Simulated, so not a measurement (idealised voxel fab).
process module | voxel wiring stack
cross-section cut | 300 nm wide | cells 5 nm
A cross-section is a grid of square cells, given in bands from the top down. A band is one or more rows of cells.
Each band's line starts with the height of the band's top and of its bottom, in nm. Then come its materials from left to right, each with its width in nm. One material with "throughout" fills the band from edge to edge. "air" is empty space.
Height 0 is the level under which the wafer as received is all one material. The lowest band goes on downwards, as in "0 down".
A width such as "30 to 40" changes by the same amount from each row of cells to the next, from the band's top row to its bottom row.
"no change" after a step means that no cell of the cross-section changed.
closed voids: empty space of 8 cells or more with no open way to the top, each as width x height at its distance from the left edge, in nm
after a step's settings: what the simulator itself notes on the step
overlay nm, on a step with a mask: how far to the right of its planned place the mask lay; to the left if negative
plan
1 op RECEIVE | material Si
2 op CONFORMAL_DEP | material SiO2 | thk nm 15
3 op DIRECTIONAL_DEP | material TiN | thk nm 5
4 op DIRECTIONAL_DEP | material Ru | thk nm 25
5 op PATTERN | tone cover | mask id METAL_1 | material resist | width nm 30 | pitch nm 45 | thk nm 20 | overlay nm 0
6 op DIRECTIONAL_ETCH | etch materials Ru | depth nm 25
7 op DIRECTIONAL_ETCH | etch materials TiN | depth nm 5
8 op STRIP | etch materials resist
9 op CONFORMAL_DEP | material SiN | thk nm 5
10 op FILL_DEP | material lowk | thk nm 10
11 op CMP | height nm 45
12 op CONFORMAL_DEP | material SiCN | thk nm 5
13 op DIRECTIONAL_DEP | material lowk | thk nm 30
14 op MASKED_ETCH | tone open | mask id METAL_2_HOLES | width nm 15 | pitch nm 45 | etch materials lowk | depth nm 30 | overlay nm 0
15 op MASKED_ETCH | tone open | mask id METAL_2 | width nm 30 | pitch nm 45 | etch materials lowk | depth nm 15 | overlay nm 0
16 op MASKED_ETCH | tone open | mask id METAL_2 | width nm 30 | pitch nm 45 | etch materials SiCN | depth nm 5 | overlay nm 0
17 op CONFORMAL_DEP | material TiN | thk nm 5
18 op FILL_DEP | material Cu | thk nm 10
19 op CMP | height nm 80
20 op CONFORMAL_DEP | material SiCN | thk nm 5
21 op DIRECTIONAL_DEP | material SiO2 | thk nm 30
22 op PATTERN | tone open | mask id METAL_3 | material resist | width nm 30 | pitch nm 45 | thk nm 20 | overlay nm 0
23 op DIRECTIONAL_ETCH | etch materials SiO2 | depth nm 15
24 op STRIP | etch materials resist
25 op MASKED_ETCH | tone open | mask id METAL_3_HOLES | width nm 15 | pitch nm 45 | etch materials SiO2 | depth nm 15 | overlay nm 0
26 op MASKED_ETCH | tone open | mask id METAL_3_HOLES | width nm 15 | pitch nm 45 | etch materials SiCN | depth nm 5 | overlay nm 0
27 op CONFORMAL_DEP | material TiN | thk nm 5
28 op FILL_DEP | material Cu | thk nm 10
29 op CMP | height nm 115
30 op CONFORMAL_DEP | material SiN | thk nm 5
as received, after step 1
  0 down: Si throughout
  closed voids: none
a wafer at the end: this start, this plan, one mistake
  120 to 115: SiN throughout
  115 to 105: SiO2 65 | TiN 5 | Cu 20 | TiN 5 | SiO2 15 | TiN 5 | Cu 20 | TiN 5 | SiO2 15 | TiN 5 | Cu 20 | TiN 5 | SiO2 15 | TiN 5 | Cu 20 | TiN 5 | SiO2 70
  105 to 100: SiO2 65 | TiN 5 | Cu 5 | TiN 20 | SiO2 15 | TiN 5 | Cu 5 | TiN 20 | SiO2 15 | TiN 5 | Cu 5 | TiN 20 | SiO2 15 | TiN 5 | Cu 5 | TiN 20 | SiO2 70
  100 to 85: SiO2 65 | TiN 5 | Cu 5 | TiN 5 | SiO2 30 | TiN 5 | Cu 5 | TiN 5 | SiO2 30 | TiN 5 | Cu 5 | TiN 5 | SiO2 30 | TiN 5 | Cu 5 | TiN 5 | SiO2 85
  85 to 80: SiCN 65 | TiN 15 | SiCN 30 | TiN 15 | SiCN 30 | TiN 15 | SiCN 30 | TiN 15 | SiCN 85
  80 to 70: lowk 65 | TiN 5 | Cu 20 | TiN 5 | lowk 15 | TiN 5 | Cu 20 | TiN 5 | lowk 15 | TiN 5 | Cu 20 | TiN 5 | lowk 15 | TiN 5 | Cu 20 | TiN 5 | lowk 70
  70 to 65: lowk 65 | TiN 5 | Cu 5 | TiN 20 | lowk 15 | TiN 5 | Cu 5 | TiN 20 | lowk 15 | TiN 5 | Cu 5 | TiN 20 | lowk 15 | TiN 5 | Cu 5 | TiN 20 | lowk 70
  65 to 55: lowk 65 | TiN 5 | Cu 5 | TiN 5 | lowk 30 | TiN 5 | Cu 5 | TiN 5 | lowk 30 | TiN 5 | Cu 5 | TiN 5 | lowk 30 | TiN 5 | Cu 5 | TiN 5 | lowk 85
  55 to 50: lowk 65 | TiN 15 | lowk 30 | TiN 15 | lowk 30 | TiN 15 | lowk 30 | TiN 15 | lowk 85
  50 to 45: SiN throughout
  45 to 20: lowk 60 | SiN 5 | Ru 30 | SiN 5 | lowk 5 | SiN 5 | Ru 30 | SiN 5 | lowk 5 | SiN 5 | Ru 30 | SiN 5 | lowk 5 | SiN 5 | Ru 30 | SiN 5 | lowk 65
  20 to 15: SiN 65 | TiN 30 | SiN 15 | TiN 30 | SiN 15 | TiN 30 | SiN 15 | TiN 30 | SiN 70
  15 to 0: SiO2 throughout
  0 down: Si throughout
  closed voids: none
what went wrong: step 12 ran as: op CONFORMAL_DEP | material SiN | thk nm 5
